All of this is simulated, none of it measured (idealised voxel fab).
Process module heading - voxel air gaps
It is cross-section cut that appears here, measuring 300 nm in width, its square cells being 5 nm in size.
When this document writes out a cross-section, it uses a grid of square cells and lists it as bands, beginning at the top and moving down, with a band standing for one or more rows of cells.
Basically the band line says how high the top is and how high the bottom is, in nm, and then what's in it from left to right, every material with its width in nm. Empty space shows up as "blank", and if a single material carries "full width" it runs the full band edge to edge.
Height reference: 0 = level under which incoming wafer is all one material. Lowest band: no bottom, runs on downward, e.g. "top 0, no bottom".
The width entry "30 to 40" should be interpreted row by row: the top row of cells in the band takes the first number, the bottom row takes the second number, and the change between adjacent rows is uniform throughout.
"nothing changed", as given for a step, is the statement that not any cell of the cross-section underwent a change during that step.
Voids not open to the top, 8 cells minimum: see "Closed void table". Written width x height at distance; distance is from the left edge; nm.
On a step's line, text after the settings is the simulator commenting on that step.
On any step carrying a mask, the "overlay nm" setting, if present on the step's line, tells how far right of its planned place the mask lay; negative values point to the left.

Planned process steps:
| 1 | RECEIVE: material Si |
| 2 | CONFORMAL_DEP: material SiO2, thk nm 10 |
| 3 | CONFORMAL_DEP: material SiN, thk nm 5 |
| 4 | DIRECTIONAL_DEP: material SiO2, thk nm 35 |
| 5 | MASKED_ETCH: tone open, mask id LINES, width nm 15, pitch nm 40, etch materials SiO2, depth nm 35, overlay nm 0 |
| 6 | CONFORMAL_DEP: material TiN, thk nm 5 |
| 7 | FILL_DEP: material W, thk nm 10 |
| 8 | CMP: height nm 50 |
| 9 | EPI: material Ru, thk nm 10 |
| 10 | SELECTIVE_ETCH: etch materials SiO2, depth nm 45 |
| 11 | CONFORMAL_DEP: material SiCN, thk nm 5 |

Step 1 complete: cross-section of the wafer as received:
* top 0, no bottom = Si full width
* Closed void table: none

Looking at the first of two wafers in cross-section at end of module - ran to plan:
* top 65, bottom 60 = blank 65 nm | SiCN 165 nm | blank 70 nm
* top 60, bottom 50 = blank 65 nm | SiCN 5 nm | Ru 35 nm | SiCN 5 nm | Ru 35 nm | SiCN 5 nm | Ru 35 nm | SiCN 5 nm | Ru 35 nm | SiCN 5 nm | blank 70 nm
* top 50, bottom 45 = blank 65 nm | SiCN 15 nm | TiN 5 nm | W 5 nm | TiN 5 nm | SiCN 25 nm | TiN 5 nm | W 5 nm | TiN 5 nm | SiCN 25 nm | TiN 5 nm | W 5 nm | TiN 5 nm | SiCN 25 nm | TiN 5 nm | W 5 nm | TiN 5 nm | SiCN 15 nm | blank 70 nm
* top 45, bottom 20 = blank 75 nm | SiCN 5 nm | TiN 5 nm | W 5 nm | TiN 5 nm | SiCN 5 nm | blank 15 nm | SiCN 5 nm | TiN 5 nm | W 5 nm | TiN 5 nm | SiCN 5 nm | blank 15 nm | SiCN 5 nm | TiN 5 nm | W 5 nm | TiN 5 nm | SiCN 5 nm | blank 15 nm | SiCN 5 nm | TiN 5 nm | W 5 nm | TiN 5 nm | SiCN 5 nm | blank 80 nm
* top 20, bottom 15 = SiCN 80 nm | TiN 15 nm | SiCN 25 nm | TiN 15 nm | SiCN 25 nm | TiN 15 nm | SiCN 25 nm | TiN 15 nm | SiCN 85 nm
* top 15, bottom 10 = SiN full width
* top 10, bottom 0 = SiO2 full width
* top 0, no bottom = Si full width
* Closed void table: 15 x 25 at 100; 15 x 25 at 140; 15 x 25 at 180

End of module, second wafer, cross-section. Started like the first, planned like the first, run with one mistake:
* top 65, bottom 60 = SiCN full width
* top 60, bottom 50 = Ru full width
* top 50, bottom 20 = W 75 nm | TiN 5 nm | SiO2 15 nm | TiN 5 nm | W 15 nm | TiN 5 nm | SiO2 15 nm | TiN 5 nm | W 15 nm | TiN 5 nm | SiO2 15 nm | TiN 5 nm | W 15 nm | TiN 5 nm | SiO2 15 nm | TiN 5 nm | W 80 nm
* top 20, bottom 15 = TiN 80 nm | SiO2 15 nm | TiN 25 nm | SiO2 15 nm | TiN 25 nm | SiO2 15 nm | TiN 25 nm | SiO2 15 nm | TiN 85 nm
* top 15, bottom 10 = SiN full width
* top 10, bottom 0 = SiO2 full width
* top 0, no bottom = Si full width
* Closed void table: none
What was the processing mistake? step 5 did not happen as planned, as run it was MASKED_ETCH: tone cover, mask id LINES, width nm 15, pitch nm 40, etch materials SiO2, depth nm 35, overlay nm 0
Upon completion, the second wafer contains, in terms of cells, a greater or smaller amount of certain materials than the first wafer: 64 more of Ru; 92 fewer of SiCN; 84 more of SiO2; 36 more of TiN; 216 more of W
Heads up: the first wafer ends with 3 closed voids, the second with 0.
